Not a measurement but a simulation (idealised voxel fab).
This section sets out a process module, namely voxel air gaps.
Cross-section cut: width 185 nm, square cells of 5 nm.
Just so we're on the same page, the cross-sections are grids of square cells, and they're listed out in bands top to bottom, each band one or more rows deep.
Top height, bottom height, nm. Materials left to right, width each, nm. Single material + "full width" = fills band edge to edge. "blank" = empty.
Height reference: 0 = level under which incoming wafer is all one material. Lowest band: no bottom, runs on downward, e.g. "from 0 down".
It should be noted that a width expressed as "30->40" varies in equal increments from row to row of cells within the band, taking the value of the first number at the top row and that of the second number at the bottom row.
For the purposes of this document, the phrase "all unchanged" attached to a step denotes that no cell within the cross-section was modified by that step.
In "Sealed internal voids" the enclosed voids are listed, meaning empty spaces of 8 cells or larger without any opening to the top. The form is width x height at distance, distance from the left edge, units nm.
Formally, on a step line, whatever follows the settings is a remark that the simulator itself makes on the step.
A step's line can hold "overlay nm"; with a mask on that step, the setting says how far right of the planned place the mask lay, while a negative setting says it lay to the left.

**Process steps foreseen in the plan**
1,RECEIVE | material Si
2,CONFORMAL_DEP | material SiO2 | thk nm 10
3,CONFORMAL_DEP | material SiCN | thk nm 5
4,DIRECTIONAL_DEP | material SiO2 | thk nm 30
5,PATTERN | tone open | mask id LINES | material resist | width nm 20 | pitch nm 50 | thk nm 20 | overlay nm 0
6,DIRECTIONAL_ETCH | etch materials SiO2 | depth nm 30
7,STRIP | etch materials resist
8,CONFORMAL_DEP | material TiN | thk nm 5
9,FILL_DEP | material Cu | thk nm 5
10,CMP | height nm 45
11,EPI | material Ru | thk nm 10
12,SELECTIVE_ETCH | etch materials SiO2 | depth nm 40
13,CONFORMAL_DEP | material SiCN | thk nm 5

**Wafer cross-section on receipt, i.e. after step 1**
	from 0 down = Si full width
	Sealed internal voids: none

**First of two wafers at the end of the module, shown in cross-section; run carried out as planned**
	from 60 to 55 = 15 of blank; 150 of SiCN; 20 of blank
	from 55 to 45 = 15 of blank; 5 of SiCN; 40 of Ru; 10 of SiCN; 40 of Ru; 10 of SiCN; 40 of Ru; 5 of SiCN; 20 of blank
	from 45 to 40 = 15 of blank; 15 of SiCN; 5 of TiN; 10 of Cu; 5 of TiN; 30 of SiCN; 5 of TiN; 10 of Cu; 5 of TiN; 30 of SiCN; 5 of TiN; 10 of Cu; 5 of TiN; 15 of SiCN; 20 of blank
	from 40 to 20 = 25 of blank; 5 of SiCN; 5 of TiN; 10 of Cu; 5 of TiN; 5 of SiCN; 20 of blank; 5 of SiCN; 5 of TiN; 10 of Cu; 5 of TiN; 5 of SiCN; 20 of blank; 5 of SiCN; 5 of TiN; 10 of Cu; 5 of TiN; 5 of SiCN; 30 of blank
	from 20 to 15 = 30 of SiCN; 20 of TiN; 30 of SiCN; 20 of TiN; 30 of SiCN; 20 of TiN; 35 of SiCN
	from 15 to 10 = SiCN full width
	from 10 to 0 = SiO2 full width
	from 0 down = Si full width
	Sealed internal voids: 20 x 20 at 55; 20 x 20 at 105

**Wafer two cross-section, module end. Start and plan unchanged from wafer one; one mistake made during the run**
	from 70 to 65 = 5 of blank; 170 of SiCN; 10 of blank
	from 65 to 45 = 5 of blank; 5 of SiCN; 160 of Ru; 5 of SiCN; 10 of blank
	from 45 to 40 = 5 of blank; 25 of SiCN; 5 of TiN; 10 of Cu; 5 of TiN; 30 of SiO2; 5 of TiN; 10 of Cu; 5 of TiN; 30 of SiO2; 5 of TiN; 10 of Cu; 5 of TiN; 25 of SiCN; 10 of blank
	from 40 to 20 = 25 of blank; 5 of SiCN; 5 of TiN; 10 of Cu; 5 of TiN; 30 of SiO2; 5 of TiN; 10 of Cu; 5 of TiN; 30 of SiO2; 5 of TiN; 10 of Cu; 5 of TiN; 5 of SiCN; 30 of blank
	from 20 to 15 = 30 of SiCN; 20 of TiN; 30 of SiO2; 20 of TiN; 30 of SiO2; 20 of TiN; 35 of SiCN
	from 15 to 10 = SiCN full width
	from 10 to 0 = SiO2 full width
	from 0 down = Si full width
	Sealed internal voids: none
Want to know what went wrong? twice, step 11 of the plan was run
Count the cells at the end and the second wafer has more or fewer of some materials than the first: +80 Ru; -36 SiCN; +72 SiO2
At process end, closed voids number 2 in the first wafer and 0 in the second wafer.
